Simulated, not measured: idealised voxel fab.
This section sets out a process module, namely voxel wiring stack.
Displayed cross-section: cut, width of 200 nm, square cells sized 5 nm.
Cross-section, as written here: a square-cell grid given band by band from the top down, where a band holds one or more rows of cells.
In this notation a band is specified by the heights of its top and bottom, in that order and in nm, after which its materials appear from left to right, each paired with its width in nm. The word "all across" attached to a single material means that material fills the band from edge to edge; the word "empty" stands for empty space.
Zero point of the height axis is 0; under it, received wafer = one material. Lowest band: continues down indefinitely, "0 and below".
Graded width ("30..40"): value in top row of band = first number; value in bottom row = second number; row-to-row change constant.
Step marked "nothing was modified"? Then no cell in the cross-section changed in it.
The list in "Unvented internal voids" covers empty spaces of 8 cells or more that cannot reach the top through any open way, and it gives each as width x height at distance; the distance is from the left edge, and width, height and distance are in nm.
Anything after a step's settings on that line? It's the simulator's own note about the step.
overlay nm: step with mask; distance mask lay right of planned place; negative value = left of planned place.

So here's the lineup of process steps we planned:
1: RECEIVE [material Si]
2: CONFORMAL_DEP [material SiO2] [thk nm 10]
3: DIRECTIONAL_DEP [material TiN] [thk nm 5]
4: DIRECTIONAL_DEP [material W] [thk nm 15]
5: DIRECTIONAL_DEP [material aC] [thk nm 10]
6: PATTERN [tone cover] [mask id METAL_1] [material resist] [width nm 30] [pitch nm 60] [thk nm 25] [overlay nm 0]
7: DIRECTIONAL_ETCH [etch materials aC] [depth nm 10]
8: STRIP [etch materials resist]
9: DIRECTIONAL_ETCH [etch materials W] [depth nm 15]
10: DIRECTIONAL_ETCH [etch materials TiN] [depth nm 5]
11: STRIP [etch materials aC]
12: FILL_DEP [material lowk] [thk nm 10]
13: CMP [height nm 30]
14: CONFORMAL_DEP [material SiCN] [thk nm 5]
15: DIRECTIONAL_DEP [material SiO2] [thk nm 30]
16: MASKED_ETCH [tone open] [mask id METAL_2_HOLES] [width nm 15] [pitch nm 120] [etch materials SiO2] [depth nm 30] [overlay nm 0]
17: MASKED_ETCH [tone open] [mask id METAL_2] [width nm 30] [pitch nm 60] [etch materials SiO2] [depth nm 15] [overlay nm 0]
18: MASKED_ETCH [tone open] [mask id METAL_2] [width nm 30] [pitch nm 60] [etch materials SiCN] [depth nm 5] [overlay nm 0]
19: CONFORMAL_DEP [material TiN] [thk nm 5]
20: FILL_DEP [material Ru] [thk nm 5]
21: CMP [height nm 65]
22: CONFORMAL_DEP [material SiCN] [thk nm 5]
23: DIRECTIONAL_DEP [material SiO2] [thk nm 15]
24: MASKED_ETCH [tone open] [mask id PLUG_2] [width nm 15] [pitch nm 60] [etch materials SiO2] [depth nm 15] [overlay nm 0]
25: MASKED_ETCH [tone open] [mask id PLUG_2] [width nm 15] [pitch nm 60] [etch materials SiCN] [depth nm 5] [overlay nm 0]
26: EPI [material Ru] [thk nm 10]
27: EPI [material Ru] [thk nm 10]
28: CONFORMAL_DEP [material SiN] [thk nm 5]
29: DIRECTIONAL_DEP [material SiO2] [thk nm 25]
30: PATTERN [tone open] [mask id METAL_3] [material resist] [width nm 30] [pitch nm 60] [thk nm 20] [overlay nm 0]
31: DIRECTIONAL_ETCH [etch materials SiO2] [depth nm 25]
32: DIRECTIONAL_ETCH [etch materials SiN] [depth nm 5]
33: STRIP [etch materials resist]
34: CONFORMAL_DEP [material TiN] [thk nm 5]
35: FILL_DEP [material Ru] [thk nm 5]
36: CMP [height nm 115]
37: CONFORMAL_DEP [material SiN] [thk nm 5]

Received-state cross-section, reflecting completion of step 1:
  0 and below | Si all across
  Unvented internal voids: none

First of two wafers at the end of the module, shown in cross-section; run carried out as planned:
  120 down to 115 | SiN all across
  115 down to 90 | SiO2 25 nm  TiN 5 nm  Ru 20 nm  TiN 5 nm  SiO2 30 nm  TiN 5 nm  Ru 20 nm  TiN 5 nm  SiO2 30 nm  TiN 5 nm  Ru 20 nm  TiN 5 nm  SiO2 25 nm
  90 down to 85 | SiN 25 nm  TiN 30 nm  SiN 30 nm  TiN 30 nm  SiN 30 nm  TiN 30 nm  SiN 25 nm
  85 down to 70 | SiO2 25 nm  Ru 15 nm  SiO2 45 nm  Ru 15 nm  SiO2 45 nm  Ru 15 nm  SiO2 40 nm
  70 down to 65 | SiCN 25 nm  Ru 15 nm  SiCN 45 nm  Ru 15 nm  SiCN 45 nm  Ru 15 nm  SiCN 40 nm
  65 down to 55 | SiO2 25 nm  TiN 5 nm  Ru 20 nm  TiN 5 nm  SiO2 30 nm  TiN 5 nm  Ru 20 nm  TiN 5 nm  SiO2 30 nm  TiN 5 nm  Ru 20 nm  TiN 5 nm  SiO2 25 nm
  55 down to 50 | SiO2 25 nm  TiN 5 nm  Ru 5 nm  TiN 20 nm  SiO2 30 nm  TiN 30 nm  SiO2 30 nm  TiN 5 nm  Ru 5 nm  TiN 20 nm  SiO2 25 nm
  50 down to 35 | SiO2 25 nm  TiN 5 nm  Ru 5 nm  TiN 5 nm  SiO2 105 nm  TiN 5 nm  Ru 5 nm  TiN 5 nm  SiO2 40 nm
  35 down to 30 | SiCN 25 nm  TiN 15 nm  SiCN 105 nm  TiN 15 nm  SiCN 40 nm
  30 down to 15 | lowk 25 nm  W 30 nm  lowk 30 nm  W 30 nm  lowk 30 nm  W 30 nm  lowk 25 nm
  15 down to 10 | lowk 25 nm  TiN 30 nm  lowk 30 nm  TiN 30 nm  lowk 30 nm  TiN 30 nm  lowk 25 nm
  10 down to 0 | SiO2 all across
  0 and below | Si all across
  Unvented internal voids: none

Second wafer of the two, sectioned at the end of the module. It began like the first and followed the same plan, but one mistake was made while running it:
  120 down to 115 | SiN all across
  115 down to 90 | SiO2 25 nm  TiN 5 nm  Ru 20 nm  TiN 5 nm  SiO2 30 nm  TiN 5 nm  Ru 20 nm  TiN 5 nm  SiO2 30 nm  TiN 5 nm  Ru 20 nm  TiN 5 nm  SiO2 25 nm
  90 down to 85 | SiN 25 nm  TiN 30 nm  SiN 30 nm  TiN 30 nm  SiN 30 nm  TiN 30 nm  SiN 25 nm
  85 down to 70 | SiO2 25 nm  Ru 15 nm  SiO2 45 nm  Ru 15 nm  SiO2 45 nm  Ru 15 nm  SiO2 40 nm
  70 down to 65 | SiCN 25 nm  Ru 15 nm  SiCN 45 nm  Ru 15 nm  SiCN 45 nm  Ru 15 nm  SiCN 40 nm
  65 down to 60 | SiCN 25 nm  TiN 30 nm  SiCN 30 nm  TiN 30 nm  SiCN 30 nm  TiN 30 nm  SiCN 25 nm
  60 down to 30 | SiO2 all across
  30 down to 15 | lowk 25 nm  W 30 nm  lowk 30 nm  W 30 nm  lowk 30 nm  W 30 nm  lowk 25 nm
  15 down to 10 | lowk 25 nm  TiN 30 nm  lowk 30 nm  TiN 30 nm  lowk 30 nm  TiN 30 nm  lowk 25 nm
  10 down to 0 | SiO2 all across
  0 and below | Si all across
  Unvented internal voids: none
Misprocessing identified: the run placed steps 14 and 15 each in the position the plan gave to the other
Final tally in cells, some materials are higher or lower on the second wafer than on the first: 32 fewer of Ru | 12 fewer of SiCN | 72 more of SiO2 | 28 fewer of TiN
